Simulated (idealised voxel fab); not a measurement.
The name of this process module is voxel self aligned vias.
Cross-section cut spans 210 nm and uses square cells 5 nm in size.
How to read a cross-section here: the picture is a grid of square cells, written as bands going from the top down, and any band can span one or more rows of cells. Per band: top height and bottom height in nm, followed by the left-to-right materials and their widths in nm; "all across" marks a single material spanning edge to edge, "blank" marks empty space. Height reference: 0 = level under which incoming wafer is all one material. Lowest band: no bottom, runs on downward, e.g. "0 -> down". With a width like "30..40", each row of cells in the band differs from the next by the same amount, the top row carrying the first number and the bottom row the second. You'll sometimes find "nothing different" written for a step, and that's the way of saying that nowhere in the cross-section did a cell change during that step. Empty spaces counting at least 8 cells and having no open way to the top are listed in "Entrapped void list". The notation width x height at distance is used for each, the distance being from the left edge and all three values in nm. What comes after the settings on a step's line is commentary from the simulator itself on that step. overlay nm: where the mask lay relative to plan, measured to the right, on steps with a mask; negatives go left.
**Set out below are the planned steps of the process**
| 1 | RECEIVE, material Si |
| 2 | CONFORMAL_DEP, material SiO2, thk nm 15 |
| 3 | CONFORMAL_DEP, material SiCN, thk nm 5 |
| 4 | DIRECTIONAL_DEP, material SiO2, thk nm 30 |
| 5 | DIRECTIONAL_DEP, material aC, thk nm 15 |
| 6 | PATTERN, tone open, mask id LINES, material resist, width nm 30, pitch nm 65, thk nm 30, overlay nm 0 |
| 7 | DIRECTIONAL_ETCH, etch materials aC, depth nm 15 |
| 8 | STRIP, etch materials resist |
| 9 | DIRECTIONAL_ETCH, etch materials SiO2, depth nm 30 |
| 10 | STRIP, etch materials aC |
| 11 | CONFORMAL_DEP, material TiN, thk nm 5 |
| 12 | FILL_DEP, material W, thk nm 10 |
| 13 | CMP, height nm 50 |
| 14 | SELECTIVE_ETCH, etch materials W Ru TiN, depth nm 5 |
| 15 | FILL_DEP, material SiN, thk nm 10 |
| 16 | CMP, height nm 50 |
| 17 | DIRECTIONAL_DEP, material SiO2, thk nm 20 |
| 18 | PATTERN, tone open, mask id VIAS, material resist, width nm 40, thk nm 15, overlay nm 0 |
| 19 | DIRECTIONAL_ETCH, etch materials SiO2, depth nm 20 |
| 20 | DIRECTIONAL_ETCH, etch materials SiN, depth nm 5 |
| 21 | STRIP, etch materials resist |
| 22 | CONFORMAL_DEP, material TiN, thk nm 5 |
| 23 | FILL_DEP, material Ru, thk nm 10 |
| 24 | CMP, height nm 70 |
| 25 | CONFORMAL_DEP, material SiN, thk nm 5 |
**first wafer, as planned**
**Cross-sectional view of the wafer in its as-received condition, corresponding to the state after step 1**
	0 -> down: Si all across
	Entrapped void list: none
**Wafer section view after processing step 2**
	15 -> 0: SiO2 all across
	Nothing below the height 0 has changed.
**Wafer section view after processing step 3**
	20 -> 15: SiCN all across
	Nothing below the height 15 has changed.
**Wafer section view after processing step 4**
	50 -> 20: SiO2 all across
	Nothing below the height 20 has changed.
**Wafer section view after processing step 5**
	65 -> 50: aC all across
	Nothing below the height 50 has changed.
**Wafer section view after processing step 6**
	95 -> 65: 55 of resist; 30 of blank; 35 of resist; 30 of blank; 60 of resist
	Nothing below the height 65 has changed.
**Wafer section view after processing step 7**
	80 -> 65: 55 of resist; 30 of blank; 35 of resist; 30 of blank; 60 of resist
	65 -> 50: 55 of aC; 30 of blank; 35 of aC; 30 of blank; 60 of aC
	Nothing below the height 50 has changed.
**Wafer section view after processing step 8**
	65 -> 50: 55 of aC; 30 of blank; 35 of aC; 30 of blank; 60 of aC
	Nothing below the height 50 has changed.
**Wafer section view after processing step 9**
	65 -> 50: 55 of aC; 30 of blank; 35 of aC; 30 of blank; 60 of aC
	50 -> 20: 55 of SiO2; 30 of blank; 35 of SiO2; 30 of blank; 60 of SiO2
	Nothing below the height 20 has changed.
**Wafer section view after processing step 10**
	50 -> 20: 55 of SiO2; 30 of blank; 35 of SiO2; 30 of blank; 60 of SiO2
	Nothing below the height 20 has changed.
**Wafer section view after processing step 11**
	55 -> 50: 60 of TiN; 20 of blank; 45 of TiN; 20 of blank; 65 of TiN
	50 -> 25: 55 of SiO2; 5 of TiN; 20 of blank; 5 of TiN; 35 of SiO2; 5 of TiN; 20 of blank; 5 of TiN; 60 of SiO2
	25 -> 20: 55 of SiO2; 30 of TiN; 35 of SiO2; 30 of TiN; 60 of SiO2
	Nothing below the height 20 has changed.
**Wafer section view after processing step 12**
	65 -> 55: W all across
	55 -> 50: 60 of TiN; 20 of W; 45 of TiN; 20 of W; 65 of TiN
	50 -> 25: 55 of SiO2; 5 of TiN; 20 of W; 5 of TiN; 35 of SiO2; 5 of TiN; 20 of W; 5 of TiN; 60 of SiO2
	Nothing below the height 25 has changed.
**Wafer section view after processing step 13**
	50 -> 25: 55 of SiO2; 5 of TiN; 20 of W; 5 of TiN; 35 of SiO2; 5 of TiN; 20 of W; 5 of TiN; 60 of SiO2
	Nothing below the height 25 has changed.
**Wafer section view after processing step 14**
	50 -> 45: 55 of SiO2; 30 of blank; 35 of SiO2; 30 of blank; 60 of SiO2
	Nothing below the height 45 has changed.
**Wafer section view after processing step 15**
	60 -> 50: SiN all across
	50 -> 45: 55 of SiO2; 30 of SiN; 35 of SiO2; 30 of SiN; 60 of SiO2
	Nothing below the height 45 has changed.
**Wafer section view after processing step 16**
	50 -> 45: 55 of SiO2; 30 of SiN; 35 of SiO2; 30 of SiN; 60 of SiO2
	Nothing below the height 45 has changed.
**Wafer section view after processing step 17**
	70 -> 50: SiO2 all across
	Nothing below the height 50 has changed.
**Wafer section view after processing step 18**
	85 -> 70: 50 of resist; 40 of blank; 120 of resist
	Nothing below the height 70 has changed.
**Wafer section view after processing step 19**
	85 -> 70: 50 of resist; 40 of blank; 120 of resist
	70 -> 50: 50 of SiO2; 40 of blank; 120 of SiO2
	Nothing below the height 50 has changed.
**Wafer section view after processing step 20**
	85 -> 70: 50 of resist; 40 of blank; 120 of resist
	70 -> 50: 50 of SiO2; 40 of blank; 120 of SiO2
	50 -> 45: 55 of SiO2; 30 of blank; 35 of SiO2; 30 of SiN; 60 of SiO2
	Nothing below the height 45 has changed.
**Wafer section view after processing step 21**
	70 -> 50: 50 of SiO2; 40 of blank; 120 of SiO2
	Nothing below the height 50 has changed.
**Wafer section view after processing step 22**
	75 -> 70: 55 of TiN; 30 of blank; 125 of TiN
	70 -> 55: 50 of SiO2; 5 of TiN; 30 of blank; 5 of TiN; 120 of SiO2
	55 -> 50: 50 of SiO2; 10 of TiN; 20 of blank; 10 of TiN; 120 of SiO2
	50 -> 45: 55 of SiO2; 30 of TiN; 35 of SiO2; 30 of SiN; 60 of SiO2
	Nothing below the height 45 has changed.
**Wafer section view after processing step 23**
	85 -> 75: Ru all across
	75 -> 70: 55 of TiN; 30 of Ru; 125 of TiN
	70 -> 55: 50 of SiO2; 5 of TiN; 30 of Ru; 5 of TiN; 120 of SiO2
	55 -> 50: 50 of SiO2; 10 of TiN; 20 of Ru; 10 of TiN; 120 of SiO2
	Nothing below the height 50 has changed.
**Wafer section view after processing step 24**
	70 -> 55: 50 of SiO2; 5 of TiN; 30 of Ru; 5 of TiN; 120 of SiO2
	Nothing below the height 55 has changed.
**Wafer section view after processing step 25**
	75 -> 70: SiN all across
	Nothing below the height 70 has changed.
**Now the other wafer: same start, same recipe, but we messed up one thing when running it. Up to and including step 1 it's the same as the first one**
**At the planned end of step 2, the second wafer in cross-section**
	5 -> 0: SiCN all across
	Nothing below the height 0 has changed.
**At the planned end of step 3, the second wafer in cross-section**
	20 -> 5: SiO2 all across
	Nothing below the height 5 has changed.
**At the planned end of step 4, the second wafer in cross-section**
	50 -> 5: SiO2 all across
	Nothing below the height 5 has changed.
**At the planned end of step 5, the second wafer in cross-section**
	65 -> 50: aC all across
	Nothing below the height 50 has changed.
**At the planned end of step 6, the second wafer in cross-section**
	95 -> 65: 55 of resist; 30 of blank; 35 of resist; 30 of blank; 60 of resist
	Nothing below the height 65 has changed.
**At the planned end of step 7, the second wafer in cross-section**
	80 -> 65: 55 of resist; 30 of blank; 35 of resist; 30 of blank; 60 of resist
	65 -> 50: 55 of aC; 30 of blank; 35 of aC; 30 of blank; 60 of aC
	Nothing below the height 50 has changed.
**At the planned end of step 8, the second wafer in cross-section**
	65 -> 50: 55 of aC; 30 of blank; 35 of aC; 30 of blank; 60 of aC
	Nothing below the height 50 has changed.
**At the planned end of step 9, the second wafer in cross-section**
	65 -> 50: 55 of aC; 30 of blank; 35 of aC; 30 of blank; 60 of aC
	50 -> 20: 55 of SiO2; 30 of blank; 35 of SiO2; 30 of blank; 60 of SiO2
	Nothing below the height 20 has changed.
**At the planned end of step 10, the second wafer in cross-section**
	50 -> 20: 55 of SiO2; 30 of blank; 35 of SiO2; 30 of blank; 60 of SiO2
	Nothing below the height 20 has changed.
**At the planned end of step 11, the second wafer in cross-section**
	55 -> 50: 60 of TiN; 20 of blank; 45 of TiN; 20 of blank; 65 of TiN
	50 -> 25: 55 of SiO2; 5 of TiN; 20 of blank; 5 of TiN; 35 of SiO2; 5 of TiN; 20 of blank; 5 of TiN; 60 of SiO2
	25 -> 20: 55 of SiO2; 30 of TiN; 35 of SiO2; 30 of TiN; 60 of SiO2
	Nothing below the height 20 has changed.
**At the planned end of step 12, the second wafer in cross-section**
	65 -> 55: W all across
	55 -> 50: 60 of TiN; 20 of W; 45 of TiN; 20 of W; 65 of TiN
	50 -> 25: 55 of SiO2; 5 of TiN; 20 of W; 5 of TiN; 35 of SiO2; 5 of TiN; 20 of W; 5 of TiN; 60 of SiO2
	Nothing below the height 25 has changed.
**At the planned end of step 13, the second wafer in cross-section**
	50 -> 25: 55 of SiO2; 5 of TiN; 20 of W; 5 of TiN; 35 of SiO2; 5 of TiN; 20 of W; 5 of TiN; 60 of SiO2
	Nothing below the height 25 has changed.
**At the planned end of step 14, the second wafer in cross-section**
	50 -> 45: 55 of SiO2; 30 of blank; 35 of SiO2; 30 of blank; 60 of SiO2
	Nothing below the height 45 has changed.
**At the planned end of step 15, the second wafer in cross-section**
	60 -> 50: SiN all across
	50 -> 45: 55 of SiO2; 30 of SiN; 35 of SiO2; 30 of SiN; 60 of SiO2
	Nothing below the height 45 has changed.
**At the planned end of step 16, the second wafer in cross-section**
	50 -> 45: 55 of SiO2; 30 of SiN; 35 of SiO2; 30 of SiN; 60 of SiO2
	Nothing below the height 45 has changed.
**At the planned end of step 17, the second wafer in cross-section**
	70 -> 50: SiO2 all across
	Nothing below the height 50 has changed.
**At the planned end of step 18, the second wafer in cross-section**
	85 -> 70: 50 of resist; 40 of blank; 120 of resist
	Nothing below the height 70 has changed.
**At the planned end of step 19, the second wafer in cross-section**
	85 -> 70: 50 of resist; 40 of blank; 120 of resist
	70 -> 50: 50 of SiO2; 40 of blank; 120 of SiO2
	Nothing below the height 50 has changed.
**At the planned end of step 20, the second wafer in cross-section**
	85 -> 70: 50 of resist; 40 of blank; 120 of resist
	70 -> 50: 50 of SiO2; 40 of blank; 120 of SiO2
	50 -> 45: 55 of SiO2; 30 of blank; 35 of SiO2; 30 of SiN; 60 of SiO2
	Nothing below the height 45 has changed.
**At the planned end of step 21, the second wafer in cross-section**
	70 -> 50: 50 of SiO2; 40 of blank; 120 of SiO2
	Nothing below the height 50 has changed.
**At the planned end of step 22, the second wafer in cross-section**
	75 -> 70: 55 of TiN; 30 of blank; 125 of TiN
	70 -> 55: 50 of SiO2; 5 of TiN; 30 of blank; 5 of TiN; 120 of SiO2
	55 -> 50: 50 of SiO2; 10 of TiN; 20 of blank; 10 of TiN; 120 of SiO2
	50 -> 45: 55 of SiO2; 30 of TiN; 35 of SiO2; 30 of SiN; 60 of SiO2
	Nothing below the height 45 has changed.
**At the planned end of step 23, the second wafer in cross-section**
	85 -> 75: Ru all across
	75 -> 70: 55 of TiN; 30 of Ru; 125 of TiN
	70 -> 55: 50 of SiO2; 5 of TiN; 30 of Ru; 5 of TiN; 120 of SiO2
	55 -> 50: 50 of SiO2; 10 of TiN; 20 of Ru; 10 of TiN; 120 of SiO2
	Nothing below the height 50 has changed.
**At the planned end of step 24, the second wafer in cross-section**
	70 -> 55: 50 of SiO2; 5 of TiN; 30 of Ru; 5 of TiN; 120 of SiO2
	Nothing below the height 55 has changed.
**At the planned end of step 25, the second wafer in cross-section**
	75 -> 70: SiN all across
	Nothing below the height 70 has changed.
What was done differently from what was planned? steps 2 and 3 run out of order (swapped)
At the close, every material occupies the same number of cells on the second wafer as on the first, only in different positions.
